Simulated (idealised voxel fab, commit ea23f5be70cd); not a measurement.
process module | voxel ribs on slabs
cross-section cut | 240 nm wide | cells 5 nm
A cross-section is a grid of square cells, given in bands from the top down. A band is one or more rows of cells.
Each band's line starts with the height of the band's top and of its bottom, in nm. Then come its materials from left to right, each with its width in nm. One material with "throughout" fills the band from edge to edge. "air" is empty space.
Height 0 is the level under which the wafer as received is all one material. The lowest band goes on downwards, as in "0 down".
A width such as "30 to 40" changes by the same amount from each row of cells to the next, from the band's top row to its bottom row.
"no change" after a step means that no cell of the cross-section changed.
closed voids: empty space of 8 cells or more with no open way to the top, each as width x height at its distance from the left edge, in nm
after a step's settings: what the simulator itself notes on the step
overlay nm, on a step with a mask: how far to the right of its planned place the mask lay; to the left if negative
plan
1 op RECEIVE | material Si
2 op DIRECTIONAL_DEP | material SiO2 | thk nm 20
3 op DIRECTIONAL_DEP | material SiN | thk nm 20
4 op MASKED_ETCH | tone cover | mask id RIB | width nm 20 | etch materials SiN | depth nm 5 | overlay nm 0
5 op DIRECTIONAL_DEP | material aC | thk nm 10
6 op PATTERN | tone cover | mask id SLAB | material resist | width nm 60 | thk nm 25 | overlay nm 0
7 op DIRECTIONAL_ETCH | etch materials aC | depth nm 10
8 op STRIP | etch materials resist
9 op DIRECTIONAL_ETCH | etch materials SiN | depth nm 15
10 op STRIP | etch materials aC
11 op FILL_DEP | material SiO2 | thk nm 25
12 op CMP | height nm 55
13 op DIRECTIONAL_DEP | material W | thk nm 5
14 op DIRECTIONAL_DEP | material aC | thk nm 15
15 op PATTERN | tone cover | mask id HEATER | material resist | width nm 30 | thk nm 30 | overlay nm 0
16 op DIRECTIONAL_ETCH | etch materials aC | depth nm 15
17 op STRIP | etch materials resist
18 op DIRECTIONAL_ETCH | etch materials W | depth nm 5
19 op STRIP | etch materials aC
20 op CONFORMAL_DEP | material SiO2 | thk nm 5
first wafer, as planned
as received, after step 1
  0 down: Si throughout
  closed voids: none
after step 2
  20 to 0: SiO2 throughout
  below 0: unchanged
after step 3
  40 to 20: SiN throughout
  below 20: unchanged
after step 4
  40 to 35: air 110 | SiN 20 | air 110
  below 35: unchanged
after step 5
  50 to 45: air 110 | aC 20 | air 110
  45 to 40: aC throughout
  40 to 35: aC 110 | SiN 20 | aC 110
  below 35: unchanged
after step 6
  75 to 50: air 90 | resist 60 | air 90
  50 to 45: air 90 | resist 20 | aC 20 | resist 20 | air 90
  below 45: unchanged
after step 7
  65 to 50: air 90 | resist 60 | air 90
  50 to 45: air 90 | resist 20 | aC 20 | resist 20 | air 90
  45 to 40: air 90 | aC 60 | air 90
  40 to 35: air 90 | aC 20 | SiN 20 | aC 20 | air 90
  below 35: unchanged
after step 8
  50 to 40: air 110 to 90 | aC 20 to 60 | air 110 to 90
  below 40: unchanged
after step 9
  50 to 40: air 110 to 90 | aC 20 to 60 | air 110 to 90
  40 to 35: air 90 | aC 20 | SiN 20 | aC 20 | air 90
  35 to 20: air 90 | SiN 60 | air 90
  below 20: unchanged
after step 10
  40 to 35: air 110 | SiN 20 | air 110
  below 35: unchanged
after step 11
  65 to 40: SiO2 throughout
  40 to 35: SiO2 110 | SiN 20 | SiO2 110
  35 to 20: SiO2 90 | SiN 60 | SiO2 90
  below 20: unchanged
after step 12
  55 to 40: SiO2 throughout
  below 40: unchanged
after step 13
  60 to 55: W throughout
  below 55: unchanged
after step 14
  75 to 60: aC throughout
  below 60: unchanged
after step 15
  105 to 75: air 105 | resist 30 | air 105
  below 75: unchanged
after step 16
  90 to 75: air 105 | resist 30 | air 105
  75 to 60: air 105 | aC 30 | air 105
  below 60: unchanged
after step 17
  75 to 60: air 105 | aC 30 | air 105
  below 60: unchanged
after step 18
  75 to 60: air 105 | aC 30 | air 105
  60 to 55: air 105 | W 30 | air 105
  below 55: unchanged
after step 19
  60 to 55: air 105 | W 30 | air 105
  below 55: unchanged
after step 20
  65 to 60: air 100 | SiO2 40 | air 100
  60 to 55: SiO2 105 | W 30 | SiO2 105
  below 55: unchanged
second wafer: like start, like plan, one mistake. Through step 11 it matches the first wafer
when step 12 should have ended
  45 to 40: SiO2 throughout
  below 40: unchanged
when step 13 should have ended
  50 to 45: W throughout
  below 45: unchanged
when step 14 should have ended
  65 to 50: aC throughout
  below 50: unchanged
when step 15 should have ended
  95 to 65: air 105 | resist 30 | air 105
  below 65: unchanged
when step 16 should have ended
  80 to 65: air 105 | resist 30 | air 105
  65 to 50: air 105 | aC 30 | air 105
  below 50: unchanged
when step 17 should have ended
  65 to 50: air 105 | aC 30 | air 105
  below 50: unchanged
when step 18 should have ended
  65 to 50: air 105 | aC 30 | air 105
  50 to 45: air 105 | W 30 | air 105
  below 45: unchanged
when step 19 should have ended
  50 to 45: air 105 | W 30 | air 105
  below 45: unchanged
when step 20 should have ended
  55 to 50: air 100 | SiO2 40 | air 100
  50 to 45: SiO2 105 | W 30 | SiO2 105
  below 45: unchanged
what went wrong: step 12 ran as: op CMP | height nm 45
at the end the second wafer has, in cells: 96 fewer of SiO2
